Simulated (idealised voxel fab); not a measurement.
The name of this process module is voxel air gaps.
It is cross-section cut that appears here, measuring 175 nm in width, its square cells being 5 nm in size.
Think of the cross-section as a grid of square cells. We describe it in bands, top to bottom, and each band covers one or more rows of those cells. Basically the band line says how high the top is and how high the bottom is, in nm, and then what's in it from left to right, every material with its width in nm. Empty space shows up as "air", and if a single material carries "full width" it runs the full band edge to edge. All heights in this document are referenced to 0, defined as the level beneath which the wafer, as received, consists entirely of one material. The lowest band is not bounded below; it extends indefinitely downward and is written in the form "0..down". Width: "30..40" (first number = top row, second number = bottom row, same change from row to row of cells). Given "nothing was modified" for a step, no cell of the cross-section differs between before and after that step. Under "Sealed internal voids" you'll find the enclosed gaps, the ones with no way out to the top, that are 8 cells or bigger; each reads width x height at distance, with distance counted from the left edge, everything in nm. If you see something after the settings on a step's line, that's the simulator's own remark about that step. You can add "overlay nm" to a step's line. For a step with a mask, it describes how far the mask lay to the right of its planned position, and a negative number describes a lay to the left.

**Below is the list of planned process steps**
1: RECEIVE,material Si
2: CONFORMAL_DEP,material SiO2,thk nm 15
3: CONFORMAL_DEP,material SiN,thk nm 5
4: DIRECTIONAL_DEP,material SiO2,thk nm 40
5: MASKED_ETCH,tone open,mask id LINES,width nm 25,pitch nm 50,etch materials SiO2,depth nm 40,overlay nm 0
6: CONFORMAL_DEP,material TiN,thk nm 5
7: FILL_DEP,material Cu,thk nm 10
8: CMP,height nm 60
9: EPI,material Ru,thk nm 10
10: SELECTIVE_ETCH,etch materials SiO2,depth nm 50
11: CONFORMAL_DEP,material SiCN,thk nm 5
Keep in mind the plan's value for the thk nm of step 3 comes from the first wafer; the wafers don't share that setting, but they do share the same starting point.

**The first of several wafers in cross-section, exactly as it reached us after step 1**
    0..down | Si full width
    Sealed internal voids: none

**Per wafer (row), end of module: delta in cells per material since receipt, (+) for gained, (-) for lost; closed voids after that**
thk nm 5; +63 Cu; +54 Ru; +111 SiCN; +35 SiN; +105 SiO2; +57 TiN; Sealed internal voids: 15 x 30 at 55; 15 x 30 at 105
thk nm 10; +54 Cu; +54 Ru; +105 SiCN; +70 SiN; +105 SiO2; +51 TiN; Sealed internal voids: 15 x 25 at 55; 15 x 25 at 105
thk nm 15; +45 Cu; +54 Ru; +99 SiCN; +105 SiN; +105 SiO2; +45 TiN; Sealed internal voids: 15 x 20 at 55; 15 x 20 at 105
thk nm 20; +36 Cu; +54 Ru; +93 SiCN; +140 SiN; +105 SiO2; +39 TiN; Sealed internal voids: 15 x 15 at 55; 15 x 15 at 105
